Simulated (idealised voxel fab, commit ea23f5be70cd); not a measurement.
Proc. module: voxel ribs on slabs
The width of the displayed cross-section, cut, is 155 nm; its cells are square, with a size of 5 nm.
Reading order for cross-sections: top band down to bottom band. Underlying form: a grid of square cells. Band size: one or more rows of cells.
Quick guide to a band line: top height, bottom height (nm) up front; then every material left to right with its width in nm. Only one material and it's marked "edge to edge"? Then it fills the band edge to edge. And "air" just means empty space.
Counting heights begins at 0, where everything beneath is, in the wafer as received, one material. The lowest band has no bottom; it goes on downwards, as "0 down" shows.
Graded width ("30..40"): value in top row of band = first number; value in bottom row = second number; row-to-row change constant.
Take "remained the same" at face value: in the step it is given for, the cross-section changed in none of its cells.
Closed empty spaces (no open way to the top) of 8 cells or more are what "Fully enclosed voids" lists, each as width x height at distance from the left edge, nm for all three.
It should be noted that, on the line of a given step, the content following the step's settings is a remark produced by the simulator itself with respect to that step.
overlay nm: for a step with a mask, the amount by which the mask lay right of where it was planned; a negative amount means left of it.

PLAN
1. RECEIVE, material Si
2. DIRECTIONAL_DEP, material SiO2, thk nm 20
3. DIRECTIONAL_DEP, material polySi, thk nm 25
4. PATTERN, tone cover, mask id RIB, material resist, width nm 25, thk nm 15, overlay nm 0
5. DIRECTIONAL_ETCH, etch materials polySi, depth nm 5
6. STRIP, etch materials resist
7. MASKED_ETCH, tone cover, mask id SLAB, width nm 85, etch materials polySi, depth nm 20, overlay nm 0
8. FILL_DEP, material SiO2, thk nm 30
9. CMP, height nm 65
10. DIRECTIONAL_DEP, material TiN, thk nm 10
11. DIRECTIONAL_DEP, material aC, thk nm 10
12. PATTERN, tone cover, mask id HEATER, material resist, width nm 25, thk nm 30, overlay nm 0
13. DIRECTIONAL_ETCH, etch materials aC, depth nm 10
14. STRIP, etch materials resist
15. DIRECTIONAL_ETCH, etch materials TiN, depth nm 10
16. STRIP, etch materials aC
17. CONFORMAL_DEP, material SiN, thk nm 10
varied across the wafers: width nm of step 12. The plan shows the first wafer's value. All wafers start alike

AS RECEIVED, I.E. AFTER STEP 1: CROSS-SECTION THROUGH THE FIRST OF SEVERAL WAFERS
    0 down | Si edge to edge
    Fully enclosed voids: none

END-OF-MODULE CROSS-SECTION, FIRST OF SEVERAL WAFERS, AFTER LAST STEP 17
    85 to 75 | air (55); SiN (45); air (55)
    75 to 65 | SiN (65); TiN (25); SiN (65)
    65 to 45 | SiO2 edge to edge
    45 to 40 | SiO2 (65); polySi (25); SiO2 (65)
    40 to 20 | SiO2 (35); polySi (85); SiO2 (35)
    20 to 0 | SiO2 edge to edge
    0 down | Si edge to edge
    Fully enclosed voids: none

THE MODULE'S END: A CROSS-SECTION OF THE LAST WAFER
    85 to 75 | air (45); SiN (70); air (40)
    75 to 65 | SiN (55); TiN (50); SiN (50)
    65 to 45 | SiO2 edge to edge
    45 to 40 | SiO2 (65); polySi (25); SiO2 (65)
    40 to 20 | SiO2 (35); polySi (85); SiO2 (35)
    20 to 0 | SiO2 edge to edge
    0 down | Si edge to edge
    Fully enclosed voids: none

TAKE ANY ROW AND YOU HAVE A WAFER AT THE END OF THE MODULE: HOW MANY CELLS OF EACH MATERIAL IT HAS GAINED (+) OR LOST (-) SINCE IT WAS RECEIVED, AND THEN ITS CLOSED VOIDS
width nm 25; +70 SiN; +330 SiO2; +10 TiN; +73 polySi; Fully enclosed voids: none
width nm 30; +70 SiN; +330 SiO2; +12 TiN; +73 polySi; Fully enclosed voids: none
width nm 35; +70 SiN; +330 SiO2; +14 TiN; +73 polySi; Fully enclosed voids: none
width nm 40; +70 SiN; +330 SiO2; +16 TiN; +73 polySi; Fully enclosed voids: none
width nm 45; +70 SiN; +330 SiO2; +18 TiN; +73 polySi; Fully enclosed voids: none
width nm 50; +70 SiN; +330 SiO2; +20 TiN; +73 polySi; Fully enclosed voids: none
